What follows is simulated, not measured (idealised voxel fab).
Presented below is a process module, voxel transistor to metal.
Cross-sectional view cut (width: 150 nm; square cell size: 5 nm).
In what follows, cross-sections appear as grids of square cells, described through bands that run from the top down, where every band is one or more rows of cells.
What a band's entry tells you: where the top is and where the bottom is, as heights in nm, and after that what lies inside, material by material from left to right, each with its width in nm. Empty space is written as the word "empty", and a single material marked with the word "all across" occupies the band from edge to edge.
Height datum 0, below which the as-received substrate wafer is one material. Lowest band open at the bottom, running downward: "z 0 and below".
A width such as "30 to 40" changes by the same amount from each row of cells to the next, from the band's top row to its bottom row.
The cross-section has no changed cell in any step marked "nothing different".
"Closed void entries": sealed empty spaces, 8 cells or more, no open way to top, listed width x height at distance, with distance from the left edge and width, height and distance in nm.
Formally, on a step line, whatever follows the settings is a remark that the simulator itself makes on the step.
overlay nm: how far to the right of its planned place the mask lay on this masked step (negative: to the left).
Planned process steps
1 RECEIVE (material Si)
2 OXIDIZE (depth nm 5)
3 CONFORMAL_DEP (material SiN; thk nm 10)
4 MASKED_ETCH (tone cover; mask id ACTIVE; width nm 110; etch materials SiN; depth nm 10; overlay nm 0)
5 MASKED_ETCH (tone cover; mask id ACTIVE; width nm 110; etch materials SiO2; depth nm 5; overlay nm 0)
6 MASKED_ETCH (tone cover; mask id ACTIVE; width nm 110; etch materials Si; depth nm 30; overlay nm 0)
7 OXIDIZE (depth nm 5)
8 FILL_DEP (material SiO2; thk nm 10)
9 CMP (height nm 10)
10 SELECTIVE_ETCH (etch materials SiO2; depth nm 5)
11 STRIP (etch materials SiN)
12 SELECTIVE_ETCH (etch materials SiO2; depth nm 5)
13 OXIDIZE (depth nm 5)
14 DIRECTIONAL_DEP (material polySi; thk nm 25)
15 DIRECTIONAL_DEP (material SiCN; thk nm 10)
16 PATTERN (tone cover; mask id GATE; material resist; width nm 30; thk nm 20; overlay nm 0)
17 DIRECTIONAL_ETCH (etch materials SiCN; depth nm 20)
18 DIRECTIONAL_ETCH (etch materials polySi; depth nm 35)
19 STRIP (etch materials resist)
20 CONFORMAL_DEP (material SiN; thk nm 10)
21 DIRECTIONAL_ETCH (etch materials SiN; depth nm 10)
22 DIRECTIONAL_ETCH (etch materials SiO2; depth nm 5)
23 EPI (material SiGe; thk nm 5)
24 FILL_DEP (material SiO2; thk nm 5)
25 CMP (height nm 20)
26 STRIP (etch materials polySi)
27 SELECTIVE_ETCH (etch materials SiO2; depth nm 5)
28 CONFORMAL_DEP (material HfO2; thk nm 5)
29 CONFORMAL_DEP (material TiN; thk nm 5)
30 FILL_DEP (material W; thk nm 10)
31 CMP (height nm 15)
32 DIRECTIONAL_DEP (material SiO2; thk nm 10)
33 MASKED_ETCH (tone open; mask id CONTACT; width nm 20; pitch nm 80; etch materials SiO2; depth nm 30; overlay nm 0)
34 CONFORMAL_DEP (material TiN; thk nm 5)
35 FILL_DEP (material W; thk nm 10)
36 CMP (height nm 25)
37 DIRECTIONAL_DEP (material TiN; thk nm 5)
38 DIRECTIONAL_DEP (material W; thk nm 20)
39 DIRECTIONAL_DEP (material aC; thk nm 15)
40 PATTERN (tone cover; mask id METAL_1; material resist; width nm 20; pitch nm 80; thk nm 35; overlay nm 0)
41 DIRECTIONAL_ETCH (etch materials aC; depth nm 15)
42 STRIP (etch materials resist)
43 DIRECTIONAL_ETCH (etch materials W; depth nm 20)
44 DIRECTIONAL_ETCH (etch materials TiN; depth nm 5)
45 STRIP (etch materials aC)
46 CONFORMAL_DEP (material SiN; thk nm 5)
47 FILL_DEP (material lowk; thk nm 10)
48 CMP (height nm 50)
49 CONFORMAL_DEP (material SiN; thk nm 5)
Wafer as received: cross-section following step 1
z 0 and below  Si all across
Closed void entries: none
First wafer at the end, as planned
z 55 to 50  SiN all across
z 50 to 30  lowk 20 nm, then SiN 5 nm, then W 20 nm, then SiN 5 nm, then lowk 50 nm, then SiN 5 nm, then W 20 nm, then SiN 5 nm, then lowk 20 nm
z 30 to 25  SiN 25 nm, then TiN 20 nm, then SiN 60 nm, then TiN 20 nm, then SiN 25 nm
z 25 to 15  SiO2 25 nm, then TiN 5 nm, then W 10 nm, then TiN 5 nm, then SiO2 60 nm, then TiN 5 nm, then W 10 nm, then TiN 5 nm, then SiO2 25 nm
z 15 to 0  SiO2 25 nm, then TiN 5 nm, then W 10 nm, then TiN 5 nm, then SiO2 5 nm, then SiN 10 nm, then HfO2 5 nm, then TiN 5 nm, then W 10 nm, then TiN 5 nm, then HfO2 5 nm, then SiN 10 nm, then SiO2 5 nm, then TiN 5 nm, then W 10 nm, then TiN 5 nm, then SiO2 25 nm
z 0 to -5  SiO2 15 nm, then SiN 10 nm, then TiN 20 nm, then SiO2 5 nm, then SiN 10 nm, then HfO2 5 nm, then TiN 20 nm, then HfO2 5 nm, then SiN 10 nm, then SiO2 5 nm, then TiN 20 nm, then SiN 10 nm, then SiO2 15 nm
z -5 to -10  SiO2 25 nm, then SiGe 25 nm, then SiO2 5 nm, then HfO2 40 nm, then SiO2 5 nm, then SiGe 25 nm, then SiO2 25 nm
z -10 to -40  SiO2 25 nm, then Si 100 nm, then SiO2 25 nm
z -40 and below  Si all across
Closed void entries: none
Second wafer at the end: like start, like plan, one mistake
z 55 to 50  SiN all across
z 50 to 30  lowk 20 nm, then SiN 5 nm, then W 20 nm, then SiN 5 nm, then lowk 50 nm, then SiN 5 nm, then W 20 nm, then SiN 5 nm, then lowk 20 nm
z 30 to 25  SiN 25 nm, then TiN 20 nm, then SiN 60 nm, then TiN 20 nm, then SiN 25 nm
z 25 to 15  SiO2 20 nm, then TiN 5 nm, then W 10 nm, then TiN 5 nm, then SiO2 60 nm, then TiN 5 nm, then W 10 nm, then TiN 5 nm, then SiO2 30 nm
z 15 to 5  SiO2 20 nm, then TiN 5 nm, then W 10 nm, then TiN 5 nm, then SiO2 10 nm, then SiN 10 nm, then HfO2 5 nm, then TiN 5 nm, then W 10 nm, then TiN 5 nm, then HfO2 5 nm, then SiN 10 nm, then TiN 5 nm, then W 10 nm, then TiN 5 nm, then SiO2 30 nm
z 5 to 0  SiO2 20 nm, then TiN 10 nm, then W 5 nm, then TiN 5 nm, then SiO2 10 nm, then SiN 10 nm, then HfO2 5 nm, then TiN 5 nm, then W 10 nm, then TiN 5 nm, then HfO2 5 nm, then SiN 10 nm, then TiN 5 nm, then W 10 nm, then TiN 5 nm, then SiO2 30 nm
z 0 to -5  SiO2 15 nm, then SiN 10 nm, then TiN 15 nm, then SiO2 10 nm, then SiN 10 nm, then HfO2 5 nm, then TiN 20 nm, then HfO2 5 nm, then SiN 10 nm, then TiN 20 nm, then SiO2 5 nm, then SiN 10 nm, then SiO2 15 nm
z -5 to -10  SiO2 25 nm, then SiGe 25 nm, then SiO2 5 nm, then HfO2 40 nm, then SiO2 5 nm, then SiGe 25 nm, then SiO2 25 nm
z -10 to -40  SiO2 25 nm, then Si 100 nm, then SiO2 25 nm
z -40 and below  Si all across
Closed void entries: none
Diagnosis: it should be noted that step 33 was executed with settings other than those planned, the operation and settings actually applied being MASKED_ETCH (tone open; mask id CONTACT; width nm 20; pitch nm 80; etch materials SiO2; depth nm 30; overlay nm -5)
End of process, cell counts, second wafer against first, materials with more or fewer: 1 more of SiO2; 1 fewer of W
